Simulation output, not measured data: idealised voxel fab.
process module | voxel transistor to metal
cross-section cut | 170 nm wide | cells 5 nm
A cross-section is a grid of square cells, given in bands from the top down. A band is one or more rows of cells.
Each band's line starts with the height of the band's top and of its bottom, in nm. Then come its materials from left to right, each with its width in nm. One material with "throughout" fills the band from edge to edge. "air" is empty space.
Height 0 is the level under which the wafer as received is all one material. The lowest band goes on downwards, as in "0 down".
A width such as "30 to 40" changes by the same amount from each row of cells to the next, from the band's top row to its bottom row.
"no change" after a step means that no cell of the cross-section changed.
closed voids: empty space of 8 cells or more with no open way to the top, each as width x height at its distance from the left edge, in nm
after a step's settings: what the simulator itself notes on the step
overlay nm, on a step with a mask: how far to the right of its planned place the mask lay; to the left if negative
plan
1 op RECEIVE | material Si
2 op CONFORMAL_DEP | material SiO2 | thk nm 5
3 op CONFORMAL_DEP | material SiN | thk nm 15
4 op MASKED_ETCH | tone cover | mask id ACTIVE | width nm 125 | etch materials SiN | depth nm 15 | overlay nm 0
5 op MASKED_ETCH | tone cover | mask id ACTIVE | width nm 115 | etch materials SiO2 | depth nm 5 | overlay nm 0
6 op MASKED_ETCH | tone cover | mask id ACTIVE | width nm 125 | etch materials Si | depth nm 35 | overlay nm 0
7 op FILL_DEP | material SiO2 | thk nm 10
8 op CMP | height nm 20
9 op SELECTIVE_ETCH | etch materials SiO2 | depth nm 10
10 op STRIP | etch materials SiN
11 op SELECTIVE_ETCH | etch materials SiO2 | depth nm 5
12 op OXIDIZE | depth nm 5
13 op DIRECTIONAL_DEP | material polySi | thk nm 20
14 op DIRECTIONAL_DEP | material SiCN | thk nm 10
15 op PATTERN | tone cover | mask id GATE | material resist | width nm 25 | thk nm 20 | overlay nm 0
16 op DIRECTIONAL_ETCH | etch materials SiCN | depth nm 20
17 op DIRECTIONAL_ETCH | etch materials polySi | depth nm 30
18 op STRIP | etch materials resist
19 op CONFORMAL_DEP | material SiO2 | thk nm 5
20 op DIRECTIONAL_ETCH | etch materials SiO2 | depth nm 5
21 op CONFORMAL_DEP | material SiN | thk nm 10
22 op DIRECTIONAL_ETCH | etch materials SiN | depth nm 10
23 op DIRECTIONAL_ETCH | etch materials SiO2 | depth nm 5
24 op DIRECTIONAL_ETCH | etch materials Si | depth nm 10
25 op EPI | material pSi | thk nm 15
26 op FILL_DEP | material SiO2 | thk nm 5
27 op CMP | height nm 30
28 op DIRECTIONAL_DEP | material SiO2 | thk nm 10
29 op MASKED_ETCH | tone open | mask id CONTACT | width nm 35 | pitch nm 70 | etch materials SiO2 | depth nm 30 | overlay nm 0
30 op CONFORMAL_DEP | material TiN | thk nm 5
31 op FILL_DEP | material W | thk nm 5
32 op CMP | height nm 40
33 op CONFORMAL_DEP | material SiCN | thk nm 5
34 op DIRECTIONAL_DEP | material SiO2 | thk nm 20
35 op DIRECTIONAL_DEP | material aC | thk nm 10
36 op PATTERN | tone open | mask id METAL_1 | material resist | width nm 20 | pitch nm 85 | thk nm 25 | overlay nm 0
37 op DIRECTIONAL_ETCH | etch materials aC | depth nm 10
38 op STRIP | etch materials resist
39 op DIRECTIONAL_ETCH | etch materials SiO2 | depth nm 20
40 op DIRECTIONAL_ETCH | etch materials SiCN | depth nm 5
41 op STRIP | etch materials aC
42 op CONFORMAL_DEP | material TiN | thk nm 5
43 op FILL_DEP | material Cu | thk nm 10
44 op CMP | height nm 65
45 op CONFORMAL_DEP | material SiCN | thk nm 5
varied across the wafers: width nm of step 5. The plan shows the first wafer's value. All wafers start alike
first wafer as received, after step 1
  0 down: Si throughout
  closed voids: none
each wafer at the end: cells of each material gained (+) or lost (-) since it was received, then its closed voids
width nm 115 | +16 Cu | -108 Si | +70 SiCN | +28 SiN | +306 SiO2 | +58 TiN | +34 W | +52 pSi | +20 polySi | closed voids: none
width nm 120 | +16 Cu | -108 Si | +70 SiCN | +28 SiN | +306 SiO2 | +58 TiN | +34 W | +52 pSi | +20 polySi | closed voids: none
width nm 125 | +16 Cu | -108 Si | +70 SiCN | +28 SiN | +306 SiO2 | +58 TiN | +34 W | +52 pSi | +20 polySi | closed voids: none
width nm 130 | +16 Cu | -102 Si | +70 SiCN | +28 SiN | +300 SiO2 | +58 TiN | +34 W | +52 pSi | +20 polySi | closed voids: none
width nm 135 | +16 Cu | -96 Si | +70 SiCN | +28 SiN | +294 SiO2 | +58 TiN | +34 W | +52 pSi | +20 polySi | closed voids: none
width nm 140 | +16 Cu | -90 Si | +70 SiCN | +28 SiN | +288 SiO2 | +58 TiN | +34 W | +52 pSi | +20 polySi | closed voids: none
